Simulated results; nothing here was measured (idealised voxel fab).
The process module presented herein is designated voxel self aligned vias.
Cross-section cut spans 210 nm and uses square cells 5 nm in size.
Cross-section, as written here: a square-cell grid given band by band from the top down, where a band holds one or more rows of cells. Band: top height; bottom height; in nm. Then, left to right: material with width in nm, for each material. "all across": a single material spanning edge to edge. "blank": empty space. Heads up on the height convention: 0 is the point under which the incoming wafer is all one material, and the lowest band has no bottom, it just keeps going down, like "0 nm and below". The two numbers in a width such as "30->40" mark its ends across the band: the first belongs to the top row of cells, the second to the bottom row, and from each row to the next the width moves by the same amount. "nothing was modified" (step): cross-section cells unchanged, all of them. For the entry "Cavities, sealed", the listed items are empty spaces with no open way to the top whose size is 8 cells or more; each item follows the pattern width x height at distance, where distance is from the left edge and all three are in nm. Read whatever lies past the settings on a step's line as the simulator's own remark about the step. overlay nm: on a step with a mask, how far right of its planned place the mask lay; negative means left.
[This section lists the process steps that were planned]
1) RECEIVE with material Si
2) CONFORMAL_DEP with material SiO2, thk nm 15
3) CONFORMAL_DEP with material SiCN, thk nm 5
4) DIRECTIONAL_DEP with material lowk, thk nm 25
5) DIRECTIONAL_DEP with material aC, thk nm 15
6) PATTERN with tone open, mask id LINES, material resist, width nm 20, pitch nm 50, thk nm 35, overlay nm 0
7) DIRECTIONAL_ETCH with etch materials aC, depth nm 15
8) STRIP with etch materials resist
9) DIRECTIONAL_ETCH with etch materials lowk, depth nm 25
10) STRIP with etch materials aC
11) CONFORMAL_DEP with material TiN, thk nm 5
12) FILL_DEP with material W, thk nm 5
13) CMP with height nm 45
14) SELECTIVE_ETCH with etch materials W Ru TiN, depth nm 5
15) FILL_DEP with material SiN, thk nm 10
16) CMP with height nm 45
17) DIRECTIONAL_DEP with material lowk, thk nm 20
18) PATTERN with tone open, mask id VIAS, material resist, width nm 30, thk nm 15, overlay nm 0
19) DIRECTIONAL_ETCH with etch materials lowk, depth nm 20
20) DIRECTIONAL_ETCH with etch materials SiN, depth nm 5
21) STRIP with etch materials resist
22) CONFORMAL_DEP with material TiN, thk nm 5
23) FILL_DEP with material Ru, thk nm 10
24) CMP with height nm 65
25) CONFORMAL_DEP with material SiCN, thk nm 5
[Cross-section of the incoming wafer, state after step 1]
0 nm and below: Si all across
Cavities, sealed: none
[First of two wafers: cross-section at end of module, run per plan]
70 nm to 65 nm: SiCN all across
65 nm to 50 nm: lowk: 65, TiN: 5, Ru: 20, TiN: 5, lowk: 115
50 nm to 45 nm: lowk: 65, TiN: 10, Ru: 10, TiN: 10, lowk: 115
45 nm to 40 nm: lowk: 70, TiN: 20, lowk: 30, SiN: 20, lowk: 70
40 nm to 25 nm: lowk: 70, TiN: 5, W: 10, TiN: 5, lowk: 30, TiN: 5, W: 10, TiN: 5, lowk: 70
25 nm to 20 nm: lowk: 70, TiN: 20, lowk: 30, TiN: 20, lowk: 70
20 nm to 15 nm: SiCN all across
15 nm to 0 nm: SiO2 all across
0 nm and below: Si all across
Cavities, sealed: none
[Same start, same plan as the first wafer - but one mistake in the run. Cross-section of the second of the two at the end of the module]
70 nm to 65 nm: SiCN all across
65 nm to 50 nm: lowk: 65, TiN: 5, Ru: 20, TiN: 5, lowk: 115
50 nm to 45 nm: lowk: 65, TiN: 30, lowk: 115
45 nm to 40 nm: SiCN all across
40 nm to 15 nm: lowk all across
15 nm to 0 nm: SiO2 all across
0 nm and below: Si all across
Cavities, sealed: none
Short version of what went wrong: step 3 ran in the slot meant for step 4, and vice versa
Wrapping up, a cell-based count of both wafers puts the second over or under the first for these materials: Ru -2; SiN -4; TiN -22; W -12; lowk +40
